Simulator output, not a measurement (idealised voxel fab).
process module | voxel fin reveal
cross-section cut | 290 nm wide | cells 5 nm
A cross-section is a grid of square cells, given in bands from the top down. A band is one or more rows of cells.
Each band's line starts with the height of the band's top and of its bottom, in nm. Then come its materials from left to right, each with its width in nm. One material with "throughout" fills the band from edge to edge. "air" is empty space.
Height 0 is the level under which the wafer as received is all one material. The lowest band goes on downwards, as in "0 down".
A width such as "30 to 40" changes by the same amount from each row of cells to the next, from the band's top row to its bottom row.
"no change" after a step means that no cell of the cross-section changed.
closed voids: empty space of 8 cells or more with no open way to the top, each as width x height at its distance from the left edge, in nm
after a step's settings: what the simulator itself notes on the step
overlay nm, on a step with a mask: how far to the right of its planned place the mask lay; to the left if negative
plan
1 op RECEIVE | material Si
2 op CONFORMAL_DEP | material SiN | thk nm 10
3 op PATTERN | tone cover | mask id FINS | material resist | width nm 15 | pitch nm 40 | thk nm 15 | overlay nm 0
4 op DIRECTIONAL_ETCH | etch materials SiN | depth nm 10
5 op DIRECTIONAL_ETCH | etch materials Si | depth nm 35
6 op STRIP | etch materials resist
7 op OXIDIZE | depth nm 5
8 op FILL_DEP | material SiO2 | thk nm 5
9 op CMP | height nm 10
10 op SELECTIVE_ETCH | etch materials SiO2 | depth nm 25
11 op STRIP | etch materials SiN
12 op CONFORMAL_DEP | material HfO2 | thk nm 5
as received, after step 1
  0 down: Si throughout
  closed voids: none
a wafer at the end: this start, this plan, one mistake
  5 to 0: air 110 | HfO2 25 | air 15 | HfO2 25 | air 115
  0 to -10: air 110 | HfO2 5 | Si 15 | HfO2 5 | air 15 | HfO2 5 | Si 15 | HfO2 5 | air 115
  -10 to -15: HfO2 115 | Si 15 | HfO2 25 | Si 15 | HfO2 120
  -15 to -40: SiO2 115 | Si 15 | SiO2 25 | Si 15 | SiO2 120
  -40 down: Si throughout
  closed voids: none
what went wrong: step 3 ran as: op PATTERN | tone cover | mask id FINS | material resist | width nm 25 | pitch nm 40 | thk nm 15 | overlay nm 0
